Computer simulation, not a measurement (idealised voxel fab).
Presented below is a process module, voxel self aligned vias.
The width of the displayed cross-section, cut, is 295 nm; its cells are square, with a size of 5 nm.
Each cross-section below is a grid of square cells, stated as bands in top-down order, with one or more rows of cells making up each band. It is stipulated that each band's entry specify, in nanometres, the height of the top of the band and then that of its bottom, followed by the materials of the band in left-to-right sequence, each together with its width in nanometres. A single material marked by the word "all across" is understood to fill the band from edge to edge; the word "blank" is understood to denote empty space. Height reference: 0 = level under which incoming wafer is all one material. Lowest band: no bottom, runs on downward, e.g. "0..down". When a width is written as two numbers, as in "30 to 40", the first number is the width in the top row of cells of the band and the second is the width in its bottom row, and the width changes by the same amount from each row to the next. Where the words "no alteration" appear for a step, the cross-section shows no cell changed by that step; every cell remained as before. Enclosed void catalog: empty space of 8 cells or more with no open way to the top, each as width x height at its distance from the left edge, in nm. The remark found on a step's line after its settings is issued by the simulator itself and pertains to that step. overlay nm: how far to the right of its planned place the mask lay on this masked step (negative: to the left).
# The steps planned for the process are as follows
1,RECEIVE: material Si
2,CONFORMAL_DEP: material SiO2, thk nm 10
3,CONFORMAL_DEP: material SiCN, thk nm 5
4,DIRECTIONAL_DEP: material SiO2, thk nm 25
5,DIRECTIONAL_DEP: material aC, thk nm 15
6,PATTERN: tone open, mask id LINES, material resist, width nm 20, pitch nm 55, thk nm 30, overlay nm 0
7,DIRECTIONAL_ETCH: etch materials aC, depth nm 15
8,STRIP: etch materials resist
9,DIRECTIONAL_ETCH: etch materials SiO2, depth nm 25
10,STRIP: etch materials aC
11,CONFORMAL_DEP: material TiN, thk nm 5
12,FILL_DEP: material W, thk nm 10
13,CMP: height nm 40
14,SELECTIVE_ETCH: etch materials W Ru TiN, depth nm 5
15,FILL_DEP: material SiN, thk nm 5
16,CMP: height nm 40
17,DIRECTIONAL_DEP: material SiO2, thk nm 20
18,MASKED_ETCH: tone open, mask id VIAS, width nm 30, pitch nm 55, etch materials SiO2, depth nm 20, overlay nm 0
19,MASKED_ETCH: tone open, mask id VIAS, width nm 30, pitch nm 55, etch materials SiN, depth nm 5, overlay nm 0
20,CONFORMAL_DEP: material TiN, thk nm 5
21,FILL_DEP: material Ru, thk nm 10
22,CMP: height nm 60
23,CONFORMAL_DEP: material SiN, thk nm 5
# Shown in cross-section is the wafer as received, that is, as it stands after step 1
- 0..down: Si all across
- Enclosed void catalog: none
# a wafer at the end: this start, this plan, one mistake
- 60..55: SiN all across
- 55..45: 75 nm SiO2; 5 nm TiN; 20 nm Ru; 5 nm TiN; 25 nm SiO2; 5 nm TiN; 20 nm Ru; 5 nm TiN; 25 nm SiO2; 5 nm TiN; 20 nm Ru; 5 nm TiN; 80 nm SiO2
- 45..40: 75 nm SiO2; 10 nm TiN; 10 nm Ru; 10 nm TiN; 25 nm SiO2; 10 nm TiN; 10 nm Ru; 10 nm TiN; 25 nm SiO2; 10 nm TiN; 10 nm Ru; 10 nm TiN; 80 nm SiO2
- 40..35: 80 nm SiO2; 20 nm TiN; 35 nm SiO2; 20 nm TiN; 35 nm SiO2; 20 nm TiN; 85 nm SiO2
- 35..20: 80 nm SiO2; 5 nm TiN; 10 nm W; 5 nm TiN; 35 nm SiO2; 5 nm TiN; 10 nm W; 5 nm TiN; 35 nm SiO2; 5 nm TiN; 10 nm W; 5 nm TiN; 85 nm SiO2
- 20..15: 80 nm SiO2; 20 nm TiN; 35 nm SiO2; 20 nm TiN; 35 nm SiO2; 20 nm TiN; 85 nm SiO2
- 15..10: SiCN all across
- 10..0: SiO2 all across
- 0..down: Si all across
- Enclosed void catalog: none
What was done differently from what was planned? step 22 went in with a setting other than planned; the actual run was CMP: height nm 55
